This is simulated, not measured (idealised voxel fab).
process module | voxel released beams
cross-section cut | 170 nm wide | cells 5 nm
A cross-section is a grid of square cells, given in bands from the top down. A band is one or more rows of cells.
Each band's line starts with the height of the band's top and of its bottom, in nm. Then come its materials from left to right, each with its width in nm. One material with "throughout" fills the band from edge to edge. "air" is empty space.
Height 0 is the level under which the wafer as received is all one material. The lowest band goes on downwards, as in "0 down".
A width such as "30 to 40" changes by the same amount from each row of cells to the next, from the band's top row to its bottom row.
"no change" after a step means that no cell of the cross-section changed.
closed voids: empty space of 8 cells or more with no open way to the top, each as width x height at its distance from the left edge, in nm
after a step's settings: what the simulator itself notes on the step
overlay nm, on a step with a mask: how far to the right of its planned place the mask lay; to the left if negative
plan
1 op RECEIVE | material Si
2 op CONFORMAL_DEP | material Al2O3 | thk nm 5
3 op DIRECTIONAL_DEP | material SiO2 | thk nm 20
4 op PATTERN | tone open | mask id ANCHOR | material resist | width nm 40 | thk nm 20 | overlay nm 0
5 op DIRECTIONAL_ETCH | etch materials SiO2 | depth nm 20
6 op STRIP | etch materials resist
7 op CONFORMAL_DEP | material SiN | thk nm 15
8 op MASKED_ETCH | tone cover | mask id BEAM | width nm 85 | etch materials SiN | depth nm 15 | overlay nm 0
9 op STRIP | etch materials SiO2
first wafer, as planned
as received, after step 1
  0 down: Si throughout
  closed voids: none
after step 2
  5 to 0: Al2O3 throughout
  below 0: unchanged
after step 3
  25 to 5: SiO2 throughout
  below 5: unchanged
after step 4
  45 to 25: resist 45 | air 40 | resist 85
  below 25: unchanged
after step 5
  45 to 25: resist 45 | air 40 | resist 85
  25 to 5: SiO2 45 | air 40 | SiO2 85
  below 5: unchanged
after step 6
  25 to 5: SiO2 45 | air 40 | SiO2 85
  below 5: unchanged
after step 7
  40 to 25: SiN 60 | air 10 | SiN 100
  25 to 20: SiO2 45 | SiN 15 | air 10 | SiN 15 | SiO2 85
  20 to 5: SiO2 45 | SiN 40 | SiO2 85
  below 5: unchanged
after step 8
  40 to 25: air 40 | SiN 20 | air 10 | SiN 55 | air 45
  below 25: unchanged
after step 9
  40 to 25: air 40 | SiN 20 | air 10 | SiN 55 | air 45
  25 to 20: air 45 | SiN 15 | air 10 | SiN 15 | air 85
  20 to 5: air 45 | SiN 40 | air 85
  below 5: unchanged
second wafer: like start, like plan, one mistake. Through step 1 it matches the first wafer
when step 2 should have ended: no change
when step 3 should have ended
  20 to 0: SiO2 throughout
  below 0: unchanged
when step 4 should have ended
  40 to 20: resist 45 | air 40 | resist 85
  below 20: unchanged
when step 5 should have ended
  40 to 20: resist 45 | air 40 | resist 85
  20 to 0: SiO2 45 | air 40 | SiO2 85
  below 0: unchanged
when step 6 should have ended
  20 to 0: SiO2 45 | air 40 | SiO2 85
  below 0: unchanged
when step 7 should have ended
  35 to 20: SiN 60 | air 10 | SiN 100
  20 to 15: SiO2 45 | SiN 15 | air 10 | SiN 15 | SiO2 85
  15 to 0: SiO2 45 | SiN 40 | SiO2 85
  below 0: unchanged
when step 8 should have ended
  35 to 20: air 40 | SiN 20 | air 10 | SiN 55 | air 45
  below 20: unchanged
when step 9 should have ended
  35 to 20: air 40 | SiN 20 | air 10 | SiN 55 | air 45
  20 to 15: air 45 | SiN 15 | air 10 | SiN 15 | air 85
  15 to 0: air 45 | SiN 40 | air 85
  below 0: unchanged
what went wrong: step 2 was left out
at the end the second wafer has, in cells: 34 fewer of Al2O3
